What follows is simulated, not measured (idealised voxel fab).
process module | voxel fin reveal
cross-section cut | 275 nm wide | cells 5 nm
A cross-section is a grid of square cells, given in bands from the top down. A band is one or more rows of cells.
Each band's line starts with the height of the band's top and of its bottom, in nm. Then come its materials from left to right, each with its width in nm. One material with "throughout" fills the band from edge to edge. "air" is empty space.
Height 0 is the level under which the wafer as received is all one material. The lowest band goes on downwards, as in "0 down".
A width such as "30 to 40" changes by the same amount from each row of cells to the next, from the band's top row to its bottom row.
"no change" after a step means that no cell of the cross-section changed.
closed voids: empty space of 8 cells or more with no open way to the top, each as width x height at its distance from the left edge, in nm
after a step's settings: what the simulator itself notes on the step
overlay nm, on a step with a mask: how far to the right of its planned place the mask lay; to the left if negative
plan
1 op RECEIVE | material Si
2 op CONFORMAL_DEP | material SiN | thk nm 10
3 op MASKED_ETCH | tone cover | mask id FINS | width nm 15 | pitch nm 45 | etch materials SiN | depth nm 10 | overlay nm 0
4 op MASKED_ETCH | tone cover | mask id FINS | width nm 15 | pitch nm 45 | etch materials Si | depth nm 25 | overlay nm 0
5 op OXIDIZE | depth nm 5
6 op FILL_DEP | material SiO2 | thk nm 15
7 op CMP | height nm 10
8 op SELECTIVE_ETCH | etch materials SiO2 | depth nm 20
9 op STRIP | etch materials SiN
varied across the wafers: depth nm of step 4. The plan shows the first wafer's value. All wafers start alike
first wafer as received, after step 1
  0 down: Si throughout
  closed voids: none
each wafer at the end: cells of each material gained (+) or lost (-) since it was received, then its closed voids
depth nm 25 | -306 Si | +204 SiO2 | closed voids: none
depth nm 30 | -357 Si | +255 SiO2 | closed voids: none
depth nm 35 | -408 Si | +306 SiO2 | closed voids: none
depth nm 40 | -459 Si | +357 SiO2 | closed voids: none
depth nm 45 | -510 Si | +408 SiO2 | closed voids: none
depth nm 50 | -561 Si | +459 SiO2 | closed voids: none
